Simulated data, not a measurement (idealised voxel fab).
Module name: voxel gate over fins (process module)
The width of the displayed cross-section, cut, is 230 nm; its cells are square, with a size of 5 nm.
A cross-section in this document is a grid of square cells, and it is written down as bands, the top band listed before the ones below it; a band is made up of one or more rows of cells. Within each band entry, the heights of the top and of the bottom of the band appear first, in that order and in nm; the materials of the band then follow from left to right, each with its corresponding width in nm. The designation "throughout" on a single material indicates that it fills the band from edge to edge; the designation "empty" indicates empty space. Height reference: 0 = level under which incoming wafer is all one material. Lowest band: no bottom, runs on downward, e.g. "0 and below". A two-number width, for instance "30 to 40", indicates that the width is equal to the first number in the top row of the band and to the second number in the bottom row, and that it changes by a constant amount per row of cells. It should be understood that the words "remained unchanged", when stated for a given step, signify that the cross-section underwent no change in any of its cells during that step. This entry, "Internal closed voids", enumerates those empty regions of no fewer than 8 cells that possess no open connection to the top. Each region is reported in the form width x height at distance, the distance being taken from the left edge, with all three quantities expressed in nm. Where a step's line continues beyond its settings, the continuation is a remark by the simulator itself on that step. On any step carrying a mask, the "overlay nm" setting, if present on the step's line, tells how far right of its planned place the mask lay; negative values point to the left.

-- Here's what the planned process steps look like
| 1 | RECEIVE (material Si) |
| 2 | CONFORMAL_DEP (material SiN; thk nm 5) |
| 3 | DIRECTIONAL_DEP (material aC; thk nm 15) |
| 4 | PATTERN (tone cover; mask id FINS; material resist; width nm 15; pitch nm 45; thk nm 30; overlay nm 0) |
| 5 | DIRECTIONAL_ETCH (etch materials aC; depth nm 15) |
| 6 | STRIP (etch materials resist) |
| 7 | DIRECTIONAL_ETCH (etch materials SiN; depth nm 5) |
| 8 | DIRECTIONAL_ETCH (etch materials Si; depth nm 40) |
| 9 | STRIP (etch materials aC) |
| 10 | OXIDIZE (depth nm 5) |
| 11 | FILL_DEP (material SiO2; thk nm 15) |
| 12 | CMP (height nm 5) |
| 13 | SELECTIVE_ETCH (etch materials SiO2; depth nm 15) |
| 14 | STRIP (etch materials SiN) |
| 15 | CONFORMAL_DEP (material HfO2; thk nm 5) |
| 16 | CONFORMAL_DEP (material TiN; thk nm 5) |
| 17 | CONFORMAL_DEP (material TiAl; thk nm 5) |
| 18 | CONFORMAL_DEP (material TiN; thk nm 5) |
| 19 | FILL_DEP (material W; thk nm 10) |
| 20 | CMP (height nm 25) |
| 21 | CONFORMAL_DEP (material SiN; thk nm 10) |
The wafers are alike at the start. At step 4, their width nm differs. The plan lists the first wafer's value.

-- The first of several wafers in cross-section, exactly as it reached us after step 1
  0 and below | Si throughout
  Internal closed voids: none

-- Tabulated below, wafer by wafer, are the end-of-module results: for each material, the number of cells gained (+) or lost (-) relative to the as-received state, followed by the closed voids
width nm 15 | +62 HfO2 | -378 Si | +92 SiN | +294 SiO2 | +62 TiAl | +124 TiN | +66 W | Internal closed voids: none
width nm 20 | +62 HfO2 | -342 Si | +92 SiN | +266 SiO2 | +62 TiAl | +118 TiN | +64 W | Internal closed voids: none
width nm 25 | +62 HfO2 | -306 Si | +92 SiN | +238 SiO2 | +62 TiAl | +112 TiN | +62 W | Internal closed voids: none
width nm 30 | +62 HfO2 | -270 Si | +92 SiN | +210 SiO2 | +56 TiAl | +112 TiN | +60 W | Internal closed voids: none
